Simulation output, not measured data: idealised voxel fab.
The process module that follows is named voxel trench capacitor.
Xsec cut, 225 nm wide, square cell size 5 nm.
A cross-section is written here as square cells arranged in a grid, and it is given in bands from the top down, each band taking up one or more rows of cells.
A band entry consists of two parts. The first gives the height of the band's top and the height of its bottom, in nm. The rest lists the band's materials from left to right, each with its width in nm. A single material labelled with the word "full width" fills the band from edge to edge, and the word "empty" marks empty space.
Heights from 0 (as-received wafer is one material below). Bottom band endless downward, as "z 0 and below".
Per-row width for "30->40": begins at first number (top row of band), ends at second number (bottom row), increment between rows held constant.
Step note "no change occurred" = no cross-section cell changed.
Look at "Sealed internal cavities" for the closed voids: empty spaces with no open path to the top, sized 8 cells or up. Each is width x height at distance, distance from the left edge, all nm.
Anything after a step's settings on that line? It's the simulator's own note about the step.
"overlay nm" on a masked step: distance the mask lay right of its planned place, negative for left.
**The process steps that were planned are listed below**
step 1: RECEIVE,material Si
step 2: CONFORMAL_DEP,material SiN,thk nm 10
step 3: MASKED_ETCH,tone open,mask id TRENCH,width nm 20,pitch nm 45,etch materials SiN,depth nm 10,overlay nm 0
step 4: MASKED_ETCH,tone open,mask id TRENCH,width nm 20,pitch nm 45,etch materials Si,depth nm 25,overlay nm 0
step 5: CONFORMAL_DEP,material SiO2,thk nm 5
step 6: FILL_DEP,material polySi,thk nm 5
step 7: CMP,height nm 10
**As-received state of the wafer in cross-section, equivalent to post-step 1**
> z 0 and below: Si full width
> Sealed internal cavities: none
**The first of the two wafers as seen in cross-section once the module was finished; processing followed the plan**
> z 10 to 0: SiN: 55 / SiO2: 5 / polySi: 10 / SiO2: 5 / SiN: 25 / SiO2: 5 / polySi: 10 / SiO2: 5 / SiN: 25 / SiO2: 5 / polySi: 10 / SiO2: 5 / SiN: 60
> z 0 to -20: Si: 55 / SiO2: 5 / polySi: 10 / SiO2: 5 / Si: 25 / SiO2: 5 / polySi: 10 / SiO2: 5 / Si: 25 / SiO2: 5 / polySi: 10 / SiO2: 5 / Si: 60
> z -20 to -25: Si: 55 / SiO2: 20 / Si: 25 / SiO2: 20 / Si: 25 / SiO2: 20 / Si: 60
> z -25 and below: Si full width
> Sealed internal cavities: none
**Wafer two (of two), end-of-module cross-section: start = wafer one, plan = wafer one, one run mistake**
> z 15 to 10: SiO2: 60 / polySi: 10 / SiO2: 35 / polySi: 10 / SiO2: 35 / polySi: 10 / SiO2: 65
> z 10 to 0: SiN: 55 / SiO2: 5 / polySi: 10 / SiO2: 5 / SiN: 25 / SiO2: 5 / polySi: 10 / SiO2: 5 / SiN: 25 / SiO2: 5 / polySi: 10 / SiO2: 5 / SiN: 60
> z 0 to -20: Si: 55 / SiO2: 5 / polySi: 10 / SiO2: 5 / Si: 25 / SiO2: 5 / polySi: 10 / SiO2: 5 / Si: 25 / SiO2: 5 / polySi: 10 / SiO2: 5 / Si: 60
> z -20 to -25: Si: 55 / SiO2: 20 / Si: 25 / SiO2: 20 / Si: 25 / SiO2: 20 / Si: 60
> z -25 and below: Si full width
> Sealed internal cavities: none
Where did the run depart from the plan? in deviation from the planned setting, step 7 was conducted as CMP,height nm 15
Cell-count delta at end, second wafer over first, by material: SiO2: 39 more | polySi: 6 more
